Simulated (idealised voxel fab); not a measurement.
process module | voxel transistor to metal
cross-section cut | 200 nm wide | cells 5 nm
A cross-section is a grid of square cells, given in bands from the top down. A band is one or more rows of cells.
Each band's line starts with the height of the band's top and of its bottom, in nm. Then come its materials from left to right, each with its width in nm. One material with "throughout" fills the band from edge to edge. "air" is empty space.
Height 0 is the level under which the wafer as received is all one material. The lowest band goes on downwards, as in "0 down".
A width such as "30 to 40" changes by the same amount from each row of cells to the next, from the band's top row to its bottom row.
"no change" after a step means that no cell of the cross-section changed.
closed voids: empty space of 8 cells or more with no open way to the top, each as width x height at its distance from the left edge, in nm
after a step's settings: what the simulator itself notes on the step
overlay nm, on a step with a mask: how far to the right of its planned place the mask lay; to the left if negative
plan
1 op RECEIVE | material Si
2 op OXIDIZE | depth nm 5
3 op CONFORMAL_DEP | material SiN | thk nm 10
4 op DIRECTIONAL_DEP | material aC | thk nm 10
5 op PATTERN | tone cover | mask id ACTIVE | material resist | width nm 115 | thk nm 30 | overlay nm 0
6 op DIRECTIONAL_ETCH | etch materials aC | depth nm 10
7 op STRIP | etch materials resist
8 op DIRECTIONAL_ETCH | etch materials SiN | depth nm 10
9 op DIRECTIONAL_ETCH | etch materials SiO2 | depth nm 5
10 op DIRECTIONAL_ETCH | etch materials Si | depth nm 20
11 op STRIP | etch materials aC
12 op OXIDIZE | depth nm 5
13 op FILL_DEP | material SiO2 | thk nm 5
14 op CMP | height nm 10
15 op SELECTIVE_ETCH | etch materials SiO2 | depth nm 5
16 op STRIP | etch materials SiN
17 op SELECTIVE_ETCH | etch materials SiO2 | depth nm 5
18 op OXIDIZE | depth nm 5
19 op DIRECTIONAL_DEP | material polySi | thk nm 25
20 op DIRECTIONAL_DEP | material SiCN | thk nm 15
21 op PATTERN | tone cover | mask id GATE | material resist | width nm 35 | thk nm 15 | overlay nm 0
22 op DIRECTIONAL_ETCH | etch materials SiCN | depth nm 25
23 op DIRECTIONAL_ETCH | etch materials polySi | depth nm 35
24 op STRIP | etch materials resist
25 op CONFORMAL_DEP | material SiN | thk nm 5
26 op DIRECTIONAL_ETCH | etch materials SiN | depth nm 5
27 op DIRECTIONAL_ETCH | etch materials SiO2 | depth nm 5
28 op DIRECTIONAL_ETCH | etch materials Si | depth nm 10
29 op EPI | material pSi | thk nm 15
30 op FILL_DEP | material SiO2 | thk nm 10
31 op CMP | height nm 20
32 op STRIP | etch materials polySi
33 op SELECTIVE_ETCH | etch materials SiO2 | depth nm 5
34 op CONFORMAL_DEP | material HfO2 | thk nm 5
35 op CONFORMAL_DEP | material TiN | thk nm 5
36 op FILL_DEP | material W | thk nm 10
37 op CMP | height nm 15
38 op DIRECTIONAL_DEP | material SiO2 | thk nm 10
39 op MASKED_ETCH | tone open | mask id CONTACT | width nm 15 | pitch nm 80 | etch materials SiO2 | depth nm 30 | overlay nm 0
40 op CONFORMAL_DEP | material TiN | thk nm 5
41 op FILL_DEP | material Ru | thk nm 10
42 op CMP | height nm 25
43 op CONFORMAL_DEP | material SiN | thk nm 5
44 op DIRECTIONAL_DEP | material SiO2 | thk nm 20
45 op MASKED_ETCH | tone open | mask id METAL_1 | width nm 15 | pitch nm 80 | etch materials SiO2 | depth nm 20 | overlay nm 0
46 op MASKED_ETCH | tone open | mask id METAL_1 | width nm 15 | pitch nm 80 | etch materials SiN | depth nm 5 | overlay nm 0
47 op CONFORMAL_DEP | material TiN | thk nm 5
48 op FILL_DEP | material Cu | thk nm 5
49 op CMP | height nm 50
50 op EPI | material Ru | thk nm 5
51 op FILL_DEP | material SiCN | thk nm 5
first wafer, as planned
as received, after step 1
  0 down: Si throughout
  closed voids: none
after step 2
  0 to -5: SiO2 throughout
  below -5: unchanged
after step 3
  10 to 0: SiN throughout
  below 0: unchanged
after step 4
  20 to 10: aC throughout
  below 10: unchanged
after step 5
  50 to 20: air 40 | resist 115 | air 45
  below 20: unchanged
after step 6
  40 to 20: air 40 | resist 115 | air 45
  20 to 10: air 40 | aC 115 | air 45
  below 10: unchanged
after step 7
  20 to 10: air 40 | aC 115 | air 45
  below 10: unchanged
after step 8
  20 to 10: air 40 | aC 115 | air 45
  10 to 0: air 40 | SiN 115 | air 45
  below 0: unchanged
after step 9
  20 to 10: air 40 | aC 115 | air 45
  10 to 0: air 40 | SiN 115 | air 45
  0 to -5: air 40 | SiO2 115 | air 45
  below -5: unchanged
after step 10
  20 to 10: air 40 | aC 115 | air 45
  10 to 0: air 40 | SiN 115 | air 45
  0 to -5: air 40 | SiO2 115 | air 45
  -5 to -25: air 40 | Si 115 | air 45
  below -25: unchanged
after step 11
  10 to 0: air 40 | SiN 115 | air 45
  below 0: unchanged
after step 12
  10 to 0: air 40 | SiN 115 | air 45
  0 to -5: air 40 | SiO2 115 | air 45
  -5 to -25: air 40 | SiO2 5 | Si 105 | SiO2 5 | air 45
  -25 to -30: SiO2 45 | Si 105 | SiO2 50
  below -30: unchanged
after step 13
  15 to 10: SiO2 throughout
  10 to 0: SiO2 40 | SiN 115 | SiO2 45
  0 to -5: SiO2 throughout
  -5 to -30: SiO2 45 | Si 105 | SiO2 50
  below -30: unchanged
after step 14
  10 to 0: SiO2 40 | SiN 115 | SiO2 45
  below 0: unchanged
after step 15
  10 to 5: air 40 | SiN 115 | air 45
  below 5: unchanged
after step 16
  5 to 0: SiO2 40 | air 115 | SiO2 45
  below 0: unchanged
after step 17
  0 to -5: SiO2 35 | air 125 | SiO2 40
  below -5: unchanged
after step 18
  0 to -5: SiO2 35 | air 125 | SiO2 40
  -5 to -10: SiO2 throughout
  below -10: unchanged
after step 19
  25 to 20: polySi 35 | air 125 | polySi 40
  20 to 0: polySi throughout
  0 to -5: SiO2 35 | polySi 125 | SiO2 40
  below -5: unchanged
after step 20
  40 to 35: SiCN 35 | air 125 | SiCN 40
  35 to 25: SiCN throughout
  25 to 20: polySi 35 | SiCN 125 | polySi 40
  below 20: unchanged
after step 21
  55 to 40: air 80 | resist 35 | air 85
  40 to 35: SiCN 35 | air 45 | resist 35 | air 45 | SiCN 40
  below 35: unchanged
after step 22
  55 to 35: air 80 | resist 35 | air 85
  35 to 25: air 80 | SiCN 35 | air 85
  25 to 20: polySi 35 | air 45 | SiCN 35 | air 45 | polySi 40
  below 20: unchanged
after step 23
  55 to 35: air 80 | resist 35 | air 85
  35 to 20: air 80 | SiCN 35 | air 85
  20 to 0: air 80 | polySi 35 | air 85
  0 to -5: SiO2 35 | air 45 | polySi 35 | air 45 | SiO2 40
  below -5: unchanged
after step 24
  35 to 20: air 80 | SiCN 35 | air 85
  below 20: unchanged
after step 25
  40 to 35: air 75 | SiN 45 | air 80
  35 to 20: air 75 | SiN 5 | SiCN 35 | SiN 5 | air 80
  20 to 5: air 75 | SiN 5 | polySi 35 | SiN 5 | air 80
  5 to 0: SiN 40 | air 35 | SiN 5 | polySi 35 | SiN 5 | air 35 | SiN 45
  0 to -5: SiO2 35 | SiN 45 | polySi 35 | SiN 45 | SiO2 40
  below -5: unchanged
after step 26
  35 to 20: air 75 | SiN 5 | SiCN 35 | SiN 5 | air 80
  20 to 0: air 75 | SiN 5 | polySi 35 | SiN 5 | air 80
  0 to -5: SiO2 35 | SiN 5 | air 35 | SiN 5 | polySi 35 | SiN 5 | air 35 | SiN 5 | SiO2 40
  below -5: unchanged
after step 27
  35 to 20: air 75 | SiN 5 | SiCN 35 | SiN 5 | air 80
  20 to 0: air 75 | SiN 5 | polySi 35 | SiN 5 | air 80
  0 to -5: air 35 | SiN 5 | air 35 | SiN 5 | polySi 35 | SiN 5 | air 35 | SiN 5 | air 40
  -5 to -10: SiO2 40 | air 35 | SiO2 45 | air 35 | SiO2 45
  below -10: unchanged
after step 28
  35 to 20: air 75 | SiN 5 | SiCN 35 | SiN 5 | air 80
  20 to 0: air 75 | SiN 5 | polySi 35 | SiN 5 | air 80
  0 to -5: air 35 | SiN 5 | air 35 | SiN 5 | polySi 35 | SiN 5 | air 35 | SiN 5 | air 40
  -5 to -10: SiO2 40 | air 35 | SiO2 45 | air 35 | SiO2 45
  -10 to -20: SiO2 45 | air 30 | Si 45 | air 30 | SiO2 50
  below -20: unchanged
after step 29
  35 to 20: air 75 | SiN 5 | SiCN 35 | SiN 5 | air 80
  20 to 5: air 75 | SiN 5 | polySi 35 | SiN 5 | air 80
  5 to 0: air 60 | pSi 15 | SiN 5 | polySi 35 | SiN 5 | pSi 15 | air 65
  0 to -5: air 35 | SiN 5 | air 20 | pSi 15 | SiN 5 | polySi 35 | SiN 5 | pSi 15 | air 20 | SiN 5 | air 40
  -5 to -10: SiO2 40 | pSi 35 | SiO2 45 | pSi 35 | SiO2 45
  -10 to -20: SiO2 45 | pSi 30 | Si 45 | pSi 30 | SiO2 50
  below -20: unchanged
after step 30
  45 to 35: SiO2 throughout
  35 to 20: SiO2 75 | SiN 5 | SiCN 35 | SiN 5 | SiO2 80
  20 to 5: SiO2 75 | SiN 5 | polySi 35 | SiN 5 | SiO2 80
  5 to 0: SiO2 60 | pSi 15 | SiN 5 | polySi 35 | SiN 5 | pSi 15 | SiO2 65
  0 to -5: SiO2 35 | SiN 5 | SiO2 20 | pSi 15 | SiN 5 | polySi 35 | SiN 5 | pSi 15 | SiO2 20 | SiN 5 | SiO2 40
  below -5: unchanged
after step 31
  20 to 5: SiO2 75 | SiN 5 | polySi 35 | SiN 5 | SiO2 80
  below 5: unchanged
after step 32
  20 to 5: SiO2 75 | SiN 5 | air 35 | SiN 5 | SiO2 80
  5 to 0: SiO2 60 | pSi 15 | SiN 5 | air 35 | SiN 5 | pSi 15 | SiO2 65
  0 to -5: SiO2 35 | SiN 5 | SiO2 20 | pSi 15 | SiN 5 | air 35 | SiN 5 | pSi 15 | SiO2 20 | SiN 5 | SiO2 40
  below -5: unchanged
after step 33
  20 to 15: air 75 | SiN 5 | air 35 | SiN 5 | air 80
  15 to 5: SiO2 75 | SiN 5 | air 35 | SiN 5 | SiO2 80
  5 to 0: SiO2 60 | pSi 15 | SiN 5 | air 35 | SiN 5 | pSi 15 | SiO2 65
  0 to -5: SiO2 35 | SiN 5 | SiO2 20 | pSi 15 | SiN 5 | air 35 | SiN 5 | pSi 15 | SiO2 20 | SiN 5 | SiO2 40
  -5 to -10: SiO2 40 | pSi 35 | air 45 | pSi 35 | SiO2 45
  below -10: unchanged
after step 34
  25 to 20: air 70 | HfO2 15 | air 25 | HfO2 15 | air 75
  20 to 15: HfO2 75 | SiN 5 | HfO2 5 | air 25 | HfO2 5 | SiN 5 | HfO2 80
  15 to 5: SiO2 75 | SiN 5 | HfO2 5 | air 25 | HfO2 5 | SiN 5 | SiO2 80
  5 to 0: SiO2 60 | pSi 15 | SiN 5 | HfO2 5 | air 25 | HfO2 5 | SiN 5 | pSi 15 | SiO2 65
  0 to -5: SiO2 35 | SiN 5 | SiO2 20 | pSi 15 | SiN 5 | HfO2 5 | air 25 | HfO2 5 | SiN 5 | pSi 15 | SiO2 20 | SiN 5 | SiO2 40
  -5 to -10: SiO2 40 | pSi 35 | HfO2 45 | pSi 35 | SiO2 45
  below -10: unchanged
after step 35
  30 to 25: air 65 | TiN 25 | air 15 | TiN 25 | air 70
  25 to 20: TiN 70 | HfO2 15 | TiN 5 | air 15 | TiN 5 | HfO2 15 | TiN 75
  20 to 15: HfO2 75 | SiN 5 | HfO2 5 | TiN 5 | air 15 | TiN 5 | HfO2 5 | SiN 5 | HfO2 80
  15 to 5: SiO2 75 | SiN 5 | HfO2 5 | TiN 5 | air 15 | TiN 5 | HfO2 5 | SiN 5 | SiO2 80
  5 to 0: SiO2 60 | pSi 15 | SiN 5 | HfO2 5 | TiN 5 | air 15 | TiN 5 | HfO2 5 | SiN 5 | pSi 15 | SiO2 65
  0 to -5: SiO2 35 | SiN 5 | SiO2 20 | pSi 15 | SiN 5 | HfO2 5 | TiN 25 | HfO2 5 | SiN 5 | pSi 15 | SiO2 20 | SiN 5 | SiO2 40
  below -5: unchanged
after step 36
  40 to 30: W throughout
  30 to 25: W 65 | TiN 25 | W 15 | TiN 25 | W 70
  25 to 20: TiN 70 | HfO2 15 | TiN 5 | W 15 | TiN 5 | HfO2 15 | TiN 75
  20 to 15: HfO2 75 | SiN 5 | HfO2 5 | TiN 5 | W 15 | TiN 5 | HfO2 5 | SiN 5 | HfO2 80
  15 to 5: SiO2 75 | SiN 5 | HfO2 5 | TiN 5 | W 15 | TiN 5 | HfO2 5 | SiN 5 | SiO2 80
  5 to 0: SiO2 60 | pSi 15 | SiN 5 | HfO2 5 | TiN 5 | W 15 | TiN 5 | HfO2 5 | SiN 5 | pSi 15 | SiO2 65
  below 0: unchanged
after step 37
  15 to 5: SiO2 75 | SiN 5 | HfO2 5 | TiN 5 | W 15 | TiN 5 | HfO2 5 | SiN 5 | SiO2 80
  below 5: unchanged
after step 38
  25 to 15: SiO2 throughout
  below 15: unchanged
after step 39
  25 to 15: SiO2 50 | air 15 | SiO2 65 | air 15 | SiO2 55
  15 to 5: SiO2 50 | air 15 | SiO2 10 | SiN 5 | HfO2 5 | TiN 5 | W 15 | TiN 5 | HfO2 5 | SiN 5 | SiO2 10 | air 15 | SiO2 55
  5 to 0: SiO2 50 | air 10 | pSi 15 | SiN 5 | HfO2 5 | TiN 5 | W 15 | TiN 5 | HfO2 5 | SiN 5 | pSi 15 | air 10 | SiO2 55
  0 to -5: SiO2 35 | SiN 5 | SiO2 10 | air 10 | pSi 15 | SiN 5 | HfO2 5 | TiN 25 | HfO2 5 | SiN 5 | pSi 15 | air 10 | SiO2 10 | SiN 5 | SiO2 40
  below -5: unchanged
after step 40
  30 to 25: TiN 55 | air 5 | TiN 75 | air 5 | TiN 60
  25 to 15: SiO2 50 | TiN 5 | air 5 | TiN 5 | SiO2 65 | TiN 5 | air 5 | TiN 5 | SiO2 55
  15 to 10: SiO2 50 | TiN 5 | air 5 | TiN 5 | SiO2 10 | SiN 5 | HfO2 5 | TiN 5 | W 15 | TiN 5 | HfO2 5 | SiN 5 | SiO2 10 | TiN 5 | air 5 | TiN 5 | SiO2 55
  10 to 5: SiO2 50 | TiN 15 | SiO2 10 | SiN 5 | HfO2 5 | TiN 5 | W 15 | TiN 5 | HfO2 5 | SiN 5 | SiO2 10 | TiN 15 | SiO2 55
  5 to 0: SiO2 50 | TiN 10 | pSi 15 | SiN 5 | HfO2 5 | TiN 5 | W 15 | TiN 5 | HfO2 5 | SiN 5 | pSi 15 | TiN 10 | SiO2 55
  0 to -5: SiO2 35 | SiN 5 | SiO2 10 | TiN 10 | pSi 15 | SiN 5 | HfO2 5 | TiN 25 | HfO2 5 | SiN 5 | pSi 15 | TiN 10 | SiO2 10 | SiN 5 | SiO2 40
  below -5: unchanged
after step 41
  40 to 30: Ru throughout
  30 to 25: TiN 55 | Ru 5 | TiN 75 | Ru 5 | TiN 60
  25 to 15: SiO2 50 | TiN 5 | Ru 5 | TiN 5 | SiO2 65 | TiN 5 | Ru 5 | TiN 5 | SiO2 55
  15 to 10: SiO2 50 | TiN 5 | Ru 5 | TiN 5 | SiO2 10 | SiN 5 | HfO2 5 | TiN 5 | W 15 | TiN 5 | HfO2 5 | SiN 5 | SiO2 10 | TiN 5 | Ru 5 | TiN 5 | SiO2 55
  below 10: unchanged
after step 42
  25 to 15: SiO2 50 | TiN 5 | Ru 5 | TiN 5 | SiO2 65 | TiN 5 | Ru 5 | TiN 5 | SiO2 55
  below 15: unchanged
after step 43
  30 to 25: SiN throughout
  below 25: unchanged
after step 44
  50 to 30: SiO2 throughout
  below 30: unchanged
after step 45
  50 to 30: SiO2 50 | air 15 | SiO2 65 | air 15 | SiO2 55
  below 30: unchanged
after step 46
  50 to 30: SiO2 50 | air 15 | SiO2 65 | air 15 | SiO2 55
  30 to 25: SiN 50 | air 15 | SiN 65 | air 15 | SiN 55
  below 25: unchanged
after step 47
  55 to 50: TiN 55 | air 5 | TiN 75 | air 5 | TiN 60
  50 to 30: SiO2 50 | TiN 5 | air 5 | TiN 5 | SiO2 65 | TiN 5 | air 5 | TiN 5 | SiO2 55
  30 to 25: SiN 50 | TiN 15 | SiN 65 | TiN 15 | SiN 55
  below 25: unchanged
after step 48
  60 to 55: Cu throughout
  55 to 50: TiN 55 | Cu 5 | TiN 75 | Cu 5 | TiN 60
  50 to 30: SiO2 50 | TiN 5 | Cu 5 | TiN 5 | SiO2 65 | TiN 5 | Cu 5 | TiN 5 | SiO2 55
  below 30: unchanged
after step 49
  50 to 30: SiO2 50 | TiN 5 | Cu 5 | TiN 5 | SiO2 65 | TiN 5 | Cu 5 | TiN 5 | SiO2 55
  below 30: unchanged
after step 50
  55 to 50: air 45 | Ru 25 | air 55 | Ru 25 | air 50
  below 50: unchanged
after step 51
  60 to 55: SiCN throughout
  55 to 50: SiCN 45 | Ru 25 | SiCN 55 | Ru 25 | SiCN 50
  below 50: unchanged
second wafer: like start, like plan, one mistake. Through step 15 it matches the first wafer
when step 16 should have ended
  10 to 0: air 40 | SiN 115 | air 45
  below 0: unchanged
when step 17 should have ended
  0 to -5: SiO2 throughout
  below -5: unchanged
when step 18 should have ended: no change
when step 19 should have ended
  25 to 0: polySi throughout
  below 0: unchanged
when step 20 should have ended
  40 to 25: SiCN throughout
  below 25: unchanged
when step 21 should have ended
  55 to 40: air 80 | resist 35 | air 85
  below 40: unchanged
when step 22 should have ended
  55 to 40: air 80 | resist 35 | air 85
  40 to 25: air 80 | SiCN 35 | air 85
  below 25: unchanged
when step 23 should have ended
  55 to 40: air 80 | resist 35 | air 85
  40 to 25: air 80 | SiCN 35 | air 85
  25 to 0: air 80 | polySi 35 | air 85
  below 0: unchanged
when step 24 should have ended
  40 to 25: air 80 | SiCN 35 | air 85
  below 25: unchanged
when step 25 should have ended
  45 to 40: air 75 | SiN 45 | air 80
  40 to 25: air 75 | SiN 5 | SiCN 35 | SiN 5 | air 80
  25 to 5: air 75 | SiN 5 | polySi 35 | SiN 5 | air 80
  5 to 0: SiN 80 | polySi 35 | SiN 85
  below 0: unchanged
when step 26 should have ended
  40 to 25: air 75 | SiN 5 | SiCN 35 | SiN 5 | air 80
  25 to 0: air 75 | SiN 5 | polySi 35 | SiN 5 | air 80
  below 0: unchanged
when step 27 should have ended
  40 to 25: air 75 | SiN 5 | SiCN 35 | SiN 5 | air 80
  25 to 0: air 75 | SiN 5 | polySi 35 | SiN 5 | air 80
  0 to -5: air 75 | SiO2 45 | air 80
  below -5: unchanged
when step 28 should have ended
  40 to 25: air 75 | SiN 5 | SiCN 35 | SiN 5 | air 80
  25 to 0: air 75 | SiN 5 | polySi 35 | SiN 5 | air 80
  0 to -5: air 75 | SiO2 45 | air 80
  -5 to -15: SiO2 45 | air 30 | Si 45 | air 30 | SiO2 50
  below -15: unchanged
when step 29 should have ended
  40 to 25: air 75 | SiN 5 | SiCN 35 | SiN 5 | air 80
  25 to 10: air 75 | SiN 5 | polySi 35 | SiN 5 | air 80
  10 to 0: air 60 | pSi 15 | SiN 5 | polySi 35 | SiN 5 | pSi 15 | air 65
  0 to -5: air 40 | pSi 35 | SiO2 45 | pSi 35 | air 45
  -5 to -15: SiO2 45 | pSi 30 | Si 45 | pSi 30 | SiO2 50
  below -15: unchanged
when step 30 should have ended
  50 to 40: SiO2 throughout
  40 to 25: SiO2 75 | SiN 5 | SiCN 35 | SiN 5 | SiO2 80
  25 to 10: SiO2 75 | SiN 5 | polySi 35 | SiN 5 | SiO2 80
  10 to 0: SiO2 60 | pSi 15 | SiN 5 | polySi 35 | SiN 5 | pSi 15 | SiO2 65
  0 to -5: SiO2 40 | pSi 35 | SiO2 45 | pSi 35 | SiO2 45
  below -5: unchanged
when step 31 should have ended
  20 to 10: SiO2 75 | SiN 5 | polySi 35 | SiN 5 | SiO2 80
  below 10: unchanged
when step 32 should have ended
  20 to 10: SiO2 75 | SiN 5 | air 35 | SiN 5 | SiO2 80
  10 to 0: SiO2 60 | pSi 15 | SiN 5 | air 35 | SiN 5 | pSi 15 | SiO2 65
  below 0: unchanged
when step 33 should have ended
  20 to 15: air 75 | SiN 5 | air 35 | SiN 5 | air 80
  15 to 10: SiO2 75 | SiN 5 | air 35 | SiN 5 | SiO2 80
  10 to 0: SiO2 60 | pSi 15 | SiN 5 | air 35 | SiN 5 | pSi 15 | SiO2 65
  0 to -5: SiO2 40 | pSi 35 | air 45 | pSi 35 | SiO2 45
  below -5: unchanged
when step 34 should have ended
  25 to 20: air 70 | HfO2 15 | air 25 | HfO2 15 | air 75
  20 to 15: HfO2 75 | SiN 5 | HfO2 5 | air 25 | HfO2 5 | SiN 5 | HfO2 80
  15 to 10: SiO2 75 | SiN 5 | HfO2 5 | air 25 | HfO2 5 | SiN 5 | SiO2 80
  10 to 0: SiO2 60 | pSi 15 | SiN 5 | HfO2 5 | air 25 | HfO2 5 | SiN 5 | pSi 15 | SiO2 65
  0 to -5: SiO2 40 | pSi 35 | HfO2 45 | pSi 35 | SiO2 45
  below -5: unchanged
when step 35 should have ended
  30 to 25: air 65 | TiN 25 | air 15 | TiN 25 | air 70
  25 to 20: TiN 70 | HfO2 15 | TiN 5 | air 15 | TiN 5 | HfO2 15 | TiN 75
  20 to 15: HfO2 75 | SiN 5 | HfO2 5 | TiN 5 | air 15 | TiN 5 | HfO2 5 | SiN 5 | HfO2 80
  15 to 10: SiO2 75 | SiN 5 | HfO2 5 | TiN 5 | air 15 | TiN 5 | HfO2 5 | SiN 5 | SiO2 80
  10 to 5: SiO2 60 | pSi 15 | SiN 5 | HfO2 5 | TiN 5 | air 15 | TiN 5 | HfO2 5 | SiN 5 | pSi 15 | SiO2 65
  5 to 0: SiO2 60 | pSi 15 | SiN 5 | HfO2 5 | TiN 25 | HfO2 5 | SiN 5 | pSi 15 | SiO2 65
  below 0: unchanged
when step 36 should have ended
  40 to 30: W throughout
  30 to 25: W 65 | TiN 25 | W 15 | TiN 25 | W 70
  25 to 20: TiN 70 | HfO2 15 | TiN 5 | W 15 | TiN 5 | HfO2 15 | TiN 75
  20 to 15: HfO2 75 | SiN 5 | HfO2 5 | TiN 5 | W 15 | TiN 5 | HfO2 5 | SiN 5 | HfO2 80
  15 to 10: SiO2 75 | SiN 5 | HfO2 5 | TiN 5 | W 15 | TiN 5 | HfO2 5 | SiN 5 | SiO2 80
  10 to 5: SiO2 60 | pSi 15 | SiN 5 | HfO2 5 | TiN 5 | W 15 | TiN 5 | HfO2 5 | SiN 5 | pSi 15 | SiO2 65
  below 5: unchanged
when step 37 should have ended
  15 to 10: SiO2 75 | SiN 5 | HfO2 5 | TiN 5 | W 15 | TiN 5 | HfO2 5 | SiN 5 | SiO2 80
  below 10: unchanged
when step 38 should have ended
  25 to 15: SiO2 throughout
  below 15: unchanged
when step 39 should have ended
  25 to 15: SiO2 50 | air 15 | SiO2 65 | air 15 | SiO2 55
  15 to 10: SiO2 50 | air 15 | SiO2 10 | SiN 5 | HfO2 5 | TiN 5 | W 15 | TiN 5 | HfO2 5 | SiN 5 | SiO2 10 | air 15 | SiO2 55
  10 to 5: SiO2 50 | air 10 | pSi 15 | SiN 5 | HfO2 5 | TiN 5 | W 15 | TiN 5 | HfO2 5 | SiN 5 | pSi 15 | air 10 | SiO2 55
  5 to 0: SiO2 50 | air 10 | pSi 15 | SiN 5 | HfO2 5 | TiN 25 | HfO2 5 | SiN 5 | pSi 15 | air 10 | SiO2 55
  below 0: unchanged
when step 40 should have ended
  30 to 25: TiN 55 | air 5 | TiN 75 | air 5 | TiN 60
  25 to 15: SiO2 50 | TiN 5 | air 5 | TiN 5 | SiO2 65 | TiN 5 | air 5 | TiN 5 | SiO2 55
  15 to 10: SiO2 50 | TiN 15 | SiO2 10 | SiN 5 | HfO2 5 | TiN 5 | W 15 | TiN 5 | HfO2 5 | SiN 5 | SiO2 10 | TiN 15 | SiO2 55
  10 to 5: SiO2 50 | TiN 10 | pSi 15 | SiN 5 | HfO2 5 | TiN 5 | W 15 | TiN 5 | HfO2 5 | SiN 5 | pSi 15 | TiN 10 | SiO2 55
  5 to 0: SiO2 50 | TiN 10 | pSi 15 | SiN 5 | HfO2 5 | TiN 25 | HfO2 5 | SiN 5 | pSi 15 | TiN 10 | SiO2 55
  below 0: unchanged
when step 41 should have ended
  40 to 30: Ru throughout
  30 to 25: TiN 55 | Ru 5 | TiN 75 | Ru 5 | TiN 60
  25 to 15: SiO2 50 | TiN 5 | Ru 5 | TiN 5 | SiO2 65 | TiN 5 | Ru 5 | TiN 5 | SiO2 55
  below 15: unchanged
when step 42 should have ended
  25 to 15: SiO2 50 | TiN 5 | Ru 5 | TiN 5 | SiO2 65 | TiN 5 | Ru 5 | TiN 5 | SiO2 55
  below 15: unchanged
when step 43 should have ended
  30 to 25: SiN throughout
  below 25: unchanged
when step 44 should have ended
  50 to 30: SiO2 throughout
  below 30: unchanged
when step 45 should have ended
  50 to 30: SiO2 50 | air 15 | SiO2 65 | air 15 | SiO2 55
  below 30: unchanged
when step 46 should have ended
  50 to 30: SiO2 50 | air 15 | SiO2 65 | air 15 | SiO2 55
  30 to 25: SiN 50 | air 15 | SiN 65 | air 15 | SiN 55
  below 25: unchanged
when step 47 should have ended
  55 to 50: TiN 55 | air 5 | TiN 75 | air 5 | TiN 60
  50 to 30: SiO2 50 | TiN 5 | air 5 | TiN 5 | SiO2 65 | TiN 5 | air 5 | TiN 5 | SiO2 55
  30 to 25: SiN 50 | TiN 15 | SiN 65 | TiN 15 | SiN 55
  below 25: unchanged
when step 48 should have ended
  60 to 55: Cu throughout
  55 to 50: TiN 55 | Cu 5 | TiN 75 | Cu 5 | TiN 60
  50 to 30: SiO2 50 | TiN 5 | Cu 5 | TiN 5 | SiO2 65 | TiN 5 | Cu 5 | TiN 5 | SiO2 55
  below 30: unchanged
when step 49 should have ended
  50 to 30: SiO2 50 | TiN 5 | Cu 5 | TiN 5 | SiO2 65 | TiN 5 | Cu 5 | TiN 5 | SiO2 55
  below 30: unchanged
when step 50 should have ended
  55 to 50: air 45 | Ru 25 | air 55 | Ru 25 | air 50
  below 50: unchanged
when step 51 should have ended
  60 to 55: SiCN throughout
  55 to 50: SiCN 45 | Ru 25 | SiCN 55 | Ru 25 | SiCN 50
  below 50: unchanged
what went wrong: steps 16 and 17 were swapped
at the end the second wafer has, in cells: 2 fewer of HfO2 | 2 fewer of Ru | 21 more of Si | 4 fewer of SiN | 4 fewer of SiO2 | 6 fewer of TiN | 3 fewer of W
